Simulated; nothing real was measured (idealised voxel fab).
process module | voxel released beams
cross-section cut | 290 nm wide | cells 5 nm
A cross-section is a grid of square cells, given in bands from the top down. A band is one or more rows of cells.
Each band's line starts with the height of the band's top and of its bottom, in nm. Then come its materials from left to right, each with its width in nm. One material with "throughout" fills the band from edge to edge. "air" is empty space.
Height 0 is the level under which the wafer as received is all one material. The lowest band goes on downwards, as in "0 down".
A width such as "30 to 40" changes by the same amount from each row of cells to the next, from the band's top row to its bottom row.
"no change" after a step means that no cell of the cross-section changed.
closed voids: empty space of 8 cells or more with no open way to the top, each as width x height at its distance from the left edge, in nm
after a step's settings: what the simulator itself notes on the step
overlay nm, on a step with a mask: how far to the right of its planned place the mask lay; to the left if negative
plan
1 op RECEIVE | material Si
2 op CONFORMAL_DEP | material SiN | thk nm 5
3 op DIRECTIONAL_DEP | material SiO2 | thk nm 15
4 op DIRECTIONAL_DEP | material aC | thk nm 10
5 op PATTERN | tone open | mask id ANCHOR | material resist | width nm 35 | thk nm 25 | overlay nm 0
6 op DIRECTIONAL_ETCH | etch materials aC | depth nm 10
7 op STRIP | etch materials resist
8 op DIRECTIONAL_ETCH | etch materials SiO2 | depth nm 15
9 op STRIP | etch materials aC
10 op CONFORMAL_DEP | material TiN | thk nm 15
11 op PATTERN | tone cover | mask id BEAM | material resist | width nm 95 | thk nm 20 | overlay nm 0
12 op DIRECTIONAL_ETCH | etch materials TiN | depth nm 15
13 op STRIP | etch materials resist
14 op STRIP | etch materials SiO2
first wafer, as planned
as received, after step 1
  0 down: Si throughout
  closed voids: none
after step 2
  5 to 0: SiN throughout
  below 0: unchanged
after step 3
  20 to 5: SiO2 throughout
  below 5: unchanged
after step 4
  30 to 20: aC throughout
  below 20: unchanged
after step 5
  55 to 30: resist 100 | air 35 | resist 155
  below 30: unchanged
after step 6
  45 to 30: resist 100 | air 35 | resist 155
  30 to 20: aC 100 | air 35 | aC 155
  below 20: unchanged
after step 7
  30 to 20: aC 100 | air 35 | aC 155
  below 20: unchanged
after step 8
  30 to 20: aC 100 | air 35 | aC 155
  20 to 5: SiO2 100 | air 35 | SiO2 155
  below 5: unchanged
after step 9
  20 to 5: SiO2 100 | air 35 | SiO2 155
  below 5: unchanged
after step 10
  35 to 20: TiN 115 | air 5 | TiN 170
  20 to 5: SiO2 100 | TiN 35 | SiO2 155
  below 5: unchanged
after step 11
  55 to 35: air 95 | resist 95 | air 100
  35 to 20: TiN 115 | resist 5 | TiN 170
  below 20: unchanged
after step 12
  55 to 35: air 95 | resist 95 | air 100
  35 to 20: air 95 | TiN 20 | resist 5 | TiN 70 | air 100
  below 20: unchanged
after step 13
  35 to 20: air 95 | TiN 20 | air 5 | TiN 70 | air 100
  below 20: unchanged
after step 14
  35 to 20: air 95 | TiN 20 | air 5 | TiN 70 | air 100
  20 to 5: air 100 | TiN 35 | air 155
  below 5: unchanged
second wafer: like start, like plan, one mistake. Through step 10 it matches the first wafer
when step 11 should have ended
  55 to 35: air 85 | resist 95 | air 110
  35 to 20: TiN 115 | resist 5 | TiN 170
  below 20: unchanged
when step 12 should have ended
  55 to 35: air 85 | resist 95 | air 110
  35 to 20: air 85 | TiN 30 | resist 5 | TiN 60 | air 110
  below 20: unchanged
when step 13 should have ended
  35 to 20: air 85 | TiN 30 | air 5 | TiN 60 | air 110
  below 20: unchanged
when step 14 should have ended
  35 to 20: air 85 | TiN 30 | air 5 | TiN 60 | air 110
  20 to 5: air 100 | TiN 35 | air 155
  below 5: unchanged
what went wrong: step 11 ran as: op PATTERN | tone cover | mask id BEAM | material resist | width nm 95 | thk nm 20 | overlay nm -10
at the end the second wafer has, in cells: as many of each material as the first, in other places
